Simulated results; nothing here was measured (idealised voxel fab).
process module | voxel plated lines
cross-section cut | 180 nm wide | cells 5 nm
A cross-section is a grid of square cells, given in bands from the top down. A band is one or more rows of cells.
Each band's line starts with the height of the band's top and of its bottom, in nm. Then come its materials from left to right, each with its width in nm. One material with "throughout" fills the band from edge to edge. "air" is empty space.
Height 0 is the level under which the wafer as received is all one material. The lowest band goes on downwards, as in "0 down".
A width such as "30 to 40" changes by the same amount from each row of cells to the next, from the band's top row to its bottom row.
"no change" after a step means that no cell of the cross-section changed.
closed voids: empty space of 8 cells or more with no open way to the top, each as width x height at its distance from the left edge, in nm
after a step's settings: what the simulator itself notes on the step
overlay nm, on a step with a mask: how far to the right of its planned place the mask lay; to the left if negative
plan
1 op RECEIVE | material Si
2 op CONFORMAL_DEP | material SiN | thk nm 10
3 op DIRECTIONAL_DEP | material TiN | thk nm 5
4 op PATTERN | tone open | mask id LINES | material resist | width nm 25 | pitch nm 40 | thk nm 40 | overlay nm 0
5 op EPI | material Ru | thk nm 10
6 op EPI | material Ru | thk nm 10
7 op EPI | material Ru | thk nm 5
8 op STRIP | etch materials resist
9 op DIRECTIONAL_ETCH | etch materials TiN | depth nm 5
10 op CONFORMAL_DEP | material SiN | thk nm 10
first wafer, as planned
as received, after step 1
  0 down: Si throughout
  closed voids: none
after step 2
  10 to 0: SiN throughout
  below 0: unchanged
after step 3
  15 to 10: TiN throughout
  below 10: unchanged
after step 4
  55 to 15: resist 55 | air 25 | resist 15 | air 25 | resist 60
  below 15: unchanged
after step 5
  55 to 25: resist 55 | air 25 | resist 15 | air 25 | resist 60
  25 to 15: resist 55 | Ru 25 | resist 15 | Ru 25 | resist 60
  below 15: unchanged
after step 6
  55 to 35: resist 55 | air 25 | resist 15 | air 25 | resist 60
  35 to 15: resist 55 | Ru 25 | resist 15 | Ru 25 | resist 60
  below 15: unchanged
after step 7
  55 to 40: resist 55 | air 25 | resist 15 | air 25 | resist 60
  40 to 15: resist 55 | Ru 25 | resist 15 | Ru 25 | resist 60
  below 15: unchanged
after step 8
  40 to 15: air 55 | Ru 25 | air 15 | Ru 25 | air 60
  below 15: unchanged
after step 9
  40 to 15: air 55 | Ru 25 | air 15 | Ru 25 | air 60
  15 to 10: air 55 | TiN 25 | air 15 | TiN 25 | air 60
  below 10: unchanged
after step 10
  50 to 40: air 45 | SiN 85 | air 50
  40 to 20: air 45 | SiN 10 | Ru 25 | SiN 15 | Ru 25 | SiN 10 | air 50
  20 to 15: SiN 55 | Ru 25 | SiN 15 | Ru 25 | SiN 60
  15 to 10: SiN 55 | TiN 25 | SiN 15 | TiN 25 | SiN 60
  below 10: unchanged
second wafer: like start, like plan, one mistake. Through step 3 it matches the first wafer
when step 4 should have ended
  55 to 15: air 55 | resist 25 | air 15 | resist 25 | air 60
  below 15: unchanged
when step 5 should have ended
  55 to 25: air 55 | resist 25 | air 15 | resist 25 | air 60
  25 to 15: Ru 55 | resist 25 | Ru 15 | resist 25 | Ru 60
  below 15: unchanged
when step 6 should have ended
  55 to 35: air 55 | resist 25 | air 15 | resist 25 | air 60
  35 to 15: Ru 55 | resist 25 | Ru 15 | resist 25 | Ru 60
  below 15: unchanged
when step 7 should have ended
  55 to 40: air 55 | resist 25 | air 15 | resist 25 | air 60
  40 to 15: Ru 55 | resist 25 | Ru 15 | resist 25 | Ru 60
  below 15: unchanged
when step 8 should have ended
  40 to 15: Ru 55 | air 25 | Ru 15 | air 25 | Ru 60
  below 15: unchanged
when step 9 should have ended
  40 to 15: Ru 55 | air 25 | Ru 15 | air 25 | Ru 60
  15 to 10: TiN 55 | air 25 | TiN 15 | air 25 | TiN 60
  below 10: unchanged
when step 10 should have ended
  50 to 40: SiN 65 | air 5 | SiN 35 | air 5 | SiN 70
  40 to 20: Ru 55 | SiN 10 | air 5 | SiN 10 | Ru 15 | SiN 10 | air 5 | SiN 10 | Ru 60
  20 to 15: Ru 55 | SiN 25 | Ru 15 | SiN 25 | Ru 60
  15 to 10: TiN 55 | SiN 25 | TiN 15 | SiN 25 | TiN 60
  below 10: unchanged
what went wrong: step 4 ran as: op PATTERN | tone cover | mask id LINES | material resist | width nm 25 | pitch nm 40 | thk nm 40 | overlay nm 0
at the end the second wafer has, in cells: 80 more of Ru | 6 more of SiN | 16 more of TiN
